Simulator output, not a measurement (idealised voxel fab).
Module name: voxel self aligned contacts (process module)
Shown is cross-section cut, with a width of 295 nm and square cells of size 5 nm.
Reading order for cross-sections: top band down to bottom band. Underlying form: a grid of square cells. Band size: one or more rows of cells. First you get the band's top height and its bottom height, in nm, and then the materials it's made of, left to right, with each width in nm. If you see a single material with "all across", that one covers the band edge to edge. "blank" is empty space. Beneath 0, the wafer as received is one material, and that level is where height counting begins. The lowest band goes on downward without a bottom; it is written like "from 0 down". Top row gets the first number, bottom row gets the second, and each row in between changes by the same step: that is how a band width like "30->40" works. Step note "nothing got changed" = no cross-section cell changed. The entry titled "Enclosed void inventory" provides the empty spaces that have no open way to the top, restricted to those of 8 cells or more. Each is presented as width x height at distance, the distance being measured from the left edge, with all three in nm. Note: text after step settings on the step line = simulator remark on that step. A step line may carry the setting "overlay nm", which, for steps involving a mask, states the distance by which the mask lay to the right of its intended position; negative values denote displacement to the left.
**Intended process steps**
| 1 | RECEIVE,material Si |
| 2 | CONFORMAL_DEP,material SiO2,thk nm 5 |
| 3 | DIRECTIONAL_DEP,material polySi,thk nm 25 |
| 4 | DIRECTIONAL_DEP,material SiN,thk nm 20 |
| 5 | PATTERN,tone cover,mask id GATE,material resist,width nm 30,pitch nm 75,thk nm 15,overlay nm 0 |
| 6 | DIRECTIONAL_ETCH,etch materials SiN,depth nm 20 |
| 7 | DIRECTIONAL_ETCH,etch materials polySi,depth nm 25 |
| 8 | STRIP,etch materials resist |
| 9 | CONFORMAL_DEP,material SiN,thk nm 10 |
| 10 | DIRECTIONAL_ETCH,etch materials SiN,depth nm 10 |
| 11 | FILL_DEP,material SiO2,thk nm 15 |
| 12 | CMP,height nm 55 |
| 13 | MASKED_ETCH,tone open,mask id CONTACT,width nm 55,etch materials SiO2,depth nm 55,overlay nm 0 |
| 14 | CONFORMAL_DEP,material TiN,thk nm 5 |
| 15 | FILL_DEP,material Ru,thk nm 5 |
| 16 | CMP,height nm 55 |
| 17 | CONFORMAL_DEP,material SiN,thk nm 5 |
**Cross-section: wafer on arrival = after step 1**
  from 0 down | Si all across
  Enclosed void inventory: none
**As-planned run: cross-section of the first of two wafers at end of module**
  from 60 to 55 | SiN all across
  from 55 to 50 | 120 of SiO2, 20 of TiN, 15 of Ru, 20 of TiN, 120 of SiO2
  from 50 to 30 | 85 of SiO2, 50 of SiN, 5 of TiN, 15 of Ru, 5 of TiN, 50 of SiN, 85 of SiO2
  from 30 to 5 | 85 of SiO2, 10 of SiN, 30 of polySi, 10 of SiN, 5 of TiN, 15 of Ru, 5 of TiN, 10 of SiN, 30 of polySi, 10 of SiN, 85 of SiO2
  from 5 to 0 | 135 of SiO2, 25 of TiN, 135 of SiO2
  from 0 down | Si all across
  Enclosed void inventory: none
**Cross-section of the latter of the two wafers at module completion. It had an identical start and an identical plan to the former; in running it, one mistake was made**
  from 60 to 55 | SiN all across
  from 55 to 45 | 120 of SiO2, 5 of TiN, 45 of Ru, 5 of TiN, 120 of SiO2
  from 45 to 40 | 120 of SiO2, 10 of TiN, 35 of Ru, 10 of TiN, 120 of SiO2
  from 40 to 30 | 95 of SiO2, 30 of SiN, 5 of TiN, 35 of Ru, 5 of TiN, 30 of SiN, 95 of SiO2
  from 30 to 5 | 95 of SiO2, 30 of polySi, 5 of TiN, 35 of Ru, 5 of TiN, 30 of polySi, 95 of SiO2
  from 5 to 0 | 125 of SiO2, 45 of TiN, 125 of SiO2
  from 0 down | Si all across
  Enclosed void inventory: none
Deviation noted in wafer processing: step 9 from the plan never happened, it was just skipped
The closing comparison, in cells, has the second wafer with more or fewer of some materials than the first: Ru: 44 more | SiN: 96 fewer | SiO2: 52 more
